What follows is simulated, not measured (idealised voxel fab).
Title: Process Module voxel released beams
The figure presents cross-section cut, which has a width of 270 nm and is divided into square cells with an edge length of 5 nm.
Think of the cross-section as a grid of square cells. We describe it in bands, top to bottom, and each band covers one or more rows of those cells.
Basically the band line says how high the top is and how high the bottom is, in nm, and then what's in it from left to right, every material with its width in nm. Empty space shows up as "air", and if a single material carries "all across" it runs the full band edge to edge.
Measure heights from 0. That's the level where, below it, the as-received wafer is all one material. The lowest band is bottomless and extends downward; write it as in "0 down".
Width "30..40": first value at the band's top row of cells, second value at its bottom row, equal change from row to row.
"no change" after a step means that no cell of the cross-section changed.
"Sealed internal cavities" means: voids of 8 cells or more that are shut off from the top with no open way through. Written width x height at distance, distance from the left edge, in nm.
The remark found on a step's line after its settings is issued by the simulator itself and pertains to that step.
When a step includes a mask, the "overlay nm" setting on its line states how far to the right of its planned place that mask lay, and negative values state how far to the left.
### Here's what the planned process steps look like
1) RECEIVE, material Si
2) CONFORMAL_DEP, material SiN, thk nm 5
3) DIRECTIONAL_DEP, material SiO2, thk nm 10
4) MASKED_ETCH, tone open, mask id ANCHOR, width nm 35, etch materials SiO2, depth nm 10, overlay nm 0
5) CONFORMAL_DEP, material polySi, thk nm 10
6) DIRECTIONAL_DEP, material aC, thk nm 5
7) PATTERN, tone cover, mask id BEAM, material resist, width nm 100, thk nm 30, overlay nm 0
8) DIRECTIONAL_ETCH, etch materials aC, depth nm 15
9) STRIP, etch materials resist
10) DIRECTIONAL_ETCH, etch materials polySi, depth nm 10
11) STRIP, etch materials aC
12) STRIP, etch materials SiO2
For this document, wafers share an identical start and vary in the step 6 thk nm; the plan quotes the first wafer's value.
### Cross-sectional view of the first of several wafers in the as-received condition, corresponding to the state following step 1
  0 down = Si all across
  Sealed internal cavities: none
### Table: wafers, a row each; end-of-module cell change per material since receipt, gain (+), loss (-); then closed voids
thk nm 5, +54 SiN, +48 polySi, Sealed internal cavities: none
thk nm 10, +54 SiN, +48 polySi, Sealed internal cavities: none
thk nm 15, +54 SiN, +48 polySi, Sealed internal cavities: none
thk nm 20, +54 SiN, +94 SiO2, +116 polySi, Sealed internal cavities: none
thk nm 25, +54 SiN, +94 SiO2, +116 polySi, Sealed internal cavities: none
thk nm 30, +54 SiN, +94 SiO2, +116 polySi, Sealed internal cavities: none
